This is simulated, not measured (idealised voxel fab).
process module | voxel quadruple lines
cross-section cut | 150 nm wide | cells 5 nm
A cross-section is a grid of square cells, given in bands from the top down. A band is one or more rows of cells.
Each band's line starts with the height of the band's top and of its bottom, in nm. Then come its materials from left to right, each with its width in nm. One material with "throughout" fills the band from edge to edge. "air" is empty space.
Height 0 is the level under which the wafer as received is all one material. The lowest band goes on downwards, as in "0 down".
A width such as "30 to 40" changes by the same amount from each row of cells to the next, from the band's top row to its bottom row.
"no change" after a step means that no cell of the cross-section changed.
closed voids: empty space of 8 cells or more with no open way to the top, each as width x height at its distance from the left edge, in nm
after a step's settings: what the simulator itself notes on the step
overlay nm, on a step with a mask: how far to the right of its planned place the mask lay; to the left if negative
plan
1 op RECEIVE | material Si
2 op CONFORMAL_DEP | material Al2O3 | thk nm 10
3 op DIRECTIONAL_DEP | material W | thk nm 10
4 op DIRECTIONAL_DEP | material polySi | thk nm 20
5 op DIRECTIONAL_DEP | material aC | thk nm 20
6 op PATTERN | tone cover | mask id MANDREL | material resist | width nm 30 | thk nm 30 | overlay nm 0
7 op DIRECTIONAL_ETCH | etch materials aC | depth nm 20
8 op STRIP | etch materials resist
9 op CONFORMAL_DEP | material SiO2 | thk nm 10
10 op DIRECTIONAL_ETCH | etch materials SiO2 | depth nm 10
11 op STRIP | etch materials aC
12 op DIRECTIONAL_ETCH | etch materials polySi | depth nm 20
13 op STRIP | etch materials SiO2
14 op CONFORMAL_DEP | material SiCN | thk nm 10
15 op DIRECTIONAL_ETCH | etch materials SiCN | depth nm 10
16 op STRIP | etch materials polySi
17 op DIRECTIONAL_ETCH | etch materials W | depth nm 10
18 op STRIP | etch materials SiCN
as received, after step 1
  0 down: Si throughout
  closed voids: none
a wafer at the end: this start, this plan, one mistake
  20 to 10: air 35 | W 10 | air 10 | W 10 | air 20 | W 10 | air 10 | W 10 | air 35
  10 to 0: Al2O3 throughout
  0 down: Si throughout
  closed voids: none
what went wrong: step 6 ran as: op PATTERN | tone cover | mask id MANDREL | material resist | width nm 40 | thk nm 30 | overlay nm 0
